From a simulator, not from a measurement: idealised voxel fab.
The name of this process module is voxel capacitor over wiring.
The cross-section shown here is cut; it is 175 nm wide and divided into square cells measuring 5 nm on a side.
Throughout this document, each cross-section is represented as a grid of square cells and is presented as a sequence of bands enumerated from the top downward, where a band comprises one or more rows of cells. Heights first: top, then bottom, in nm. Then materials, left to right, each with a width in nm. "all across" on a single material: fills the band edge to edge. "empty": empty space. Ref level 0: as-received wafer is one material below here. Bottom band extends down with no lower bound ("0 and below"). Think of "30 to 40" as a width that walks from the first number to the second as you go down the band, top row to bottom row, taking equal-sized steps from row to row. Where a step carries "same as before", the cross-section came out of it unchanged, cell for cell. "Sealed-off cavities" specifies each empty space that is not open to the top and that occupies no fewer than 8 cells, using the form width x height at distance, the distance measured from the left edge and all three quantities in nm. Text after the settings on a step's line: the simulator's own remark on that step. On any step carrying a mask, the "overlay nm" setting, if present on the step's line, tells how far right of its planned place the mask lay; negative values point to the left.

Process steps (planned)
1,RECEIVE | material Si
2,CONFORMAL_DEP | material SiO2 | thk nm 15
3,DIRECTIONAL_DEP | material TiN | thk nm 5
4,DIRECTIONAL_DEP | material Ru | thk nm 20
5,DIRECTIONAL_DEP | material aC | thk nm 15
6,PATTERN | tone cover | mask id METAL_1 | material resist | width nm 30 | pitch nm 80 | thk nm 35 | overlay nm 0
7,DIRECTIONAL_ETCH | etch materials aC | depth nm 15
8,STRIP | etch materials resist
9,DIRECTIONAL_ETCH | etch materials Ru | depth nm 20
10,DIRECTIONAL_ETCH | etch materials TiN | depth nm 5
11,STRIP | etch materials aC
12,FILL_DEP | material lowk | thk nm 5
13,CMP | height nm 40
14,CONFORMAL_DEP | material SiCN | thk nm 5
15,DIRECTIONAL_DEP | material lowk | thk nm 20
16,DIRECTIONAL_DEP | material aC | thk nm 10
17,PATTERN | tone open | mask id PLUG_1 | material resist | width nm 15 | thk nm 25 | overlay nm 0
18,DIRECTIONAL_ETCH | etch materials aC | depth nm 10
19,STRIP | etch materials resist
20,DIRECTIONAL_ETCH | etch materials lowk | depth nm 20
21,DIRECTIONAL_ETCH | etch materials SiCN | depth nm 5
22,STRIP | etch materials aC
23,CONFORMAL_DEP | material TiN | thk nm 5
24,FILL_DEP | material Ru | thk nm 5
25,CMP | height nm 65
26,DIRECTIONAL_DEP | material TiN | thk nm 10
27,DIRECTIONAL_DEP | material SiN | thk nm 5
28,DIRECTIONAL_DEP | material TiN | thk nm 10
29,DIRECTIONAL_DEP | material aC | thk nm 15
30,PATTERN | tone cover | mask id UPPER_PLATE | material resist | width nm 55 | thk nm 30 | overlay nm 0
31,DIRECTIONAL_ETCH | etch materials aC | depth nm 15
32,STRIP | etch materials resist
33,DIRECTIONAL_ETCH | etch materials TiN | depth nm 10
34,DIRECTIONAL_ETCH | etch materials SiN | depth nm 5
35,STRIP | etch materials aC
36,DIRECTIONAL_DEP | material aC | thk nm 10
37,PATTERN | tone cover | mask id LOWER_PLATE | material resist | width nm 65 | thk nm 30 | overlay nm 0
38,DIRECTIONAL_ETCH | etch materials aC | depth nm 10
39,STRIP | etch materials resist
40,DIRECTIONAL_ETCH | etch materials TiN | depth nm 10
41,STRIP | etch materials aC
42,FILL_DEP | material SiO2 | thk nm 20
43,CMP | height nm 105
44,MASKED_ETCH | tone open | mask id PLUG_2 | width nm 15 | etch materials SiO2 | depth nm 15 | overlay nm 0
45,CONFORMAL_DEP | material TiN | thk nm 5
46,FILL_DEP | material Ru | thk nm 5
47,CMP | height nm 105
48,CONFORMAL_DEP | material SiCN | thk nm 5

Incoming wafer, cross-sectional view, post step 1
> 0 and below = Si all across
> Sealed-off cavities: none

Final wafer profile in cross-section after the module, from the same start and plan as above, with one mistake made during processing
> 110 down to 105 = SiCN all across
> 105 down to 95 = 55 SiO2 / 5 TiN / 5 Ru / 5 TiN / 105 SiO2
> 95 down to 90 = 55 SiO2 / 15 TiN / 105 SiO2
> 90 down to 80 = 45 SiO2 / 55 TiN / 75 SiO2
> 80 down to 75 = 45 SiO2 / 55 SiN / 75 SiO2
> 75 down to 65 = 40 SiO2 / 65 TiN / 70 SiO2
> 65 down to 45 = 40 Ru / 5 TiN / 15 lowk / 5 TiN / 110 Ru
> 45 down to 40 = 45 TiN / 15 SiCN / 115 TiN
> 40 down to 20 = 30 lowk / 30 Ru / 50 lowk / 30 Ru / 35 lowk
> 20 down to 15 = 30 lowk / 30 TiN / 50 lowk / 30 TiN / 35 lowk
> 15 down to 0 = SiO2 all across
> 0 and below = Si all across
> Sealed-off cavities: none
Finding, execution versus plan: step 17 went in with a setting other than planned; the actual run was PATTERN | tone cover | mask id PLUG_1 | material resist | width nm 15 | thk nm 25 | overlay nm 0
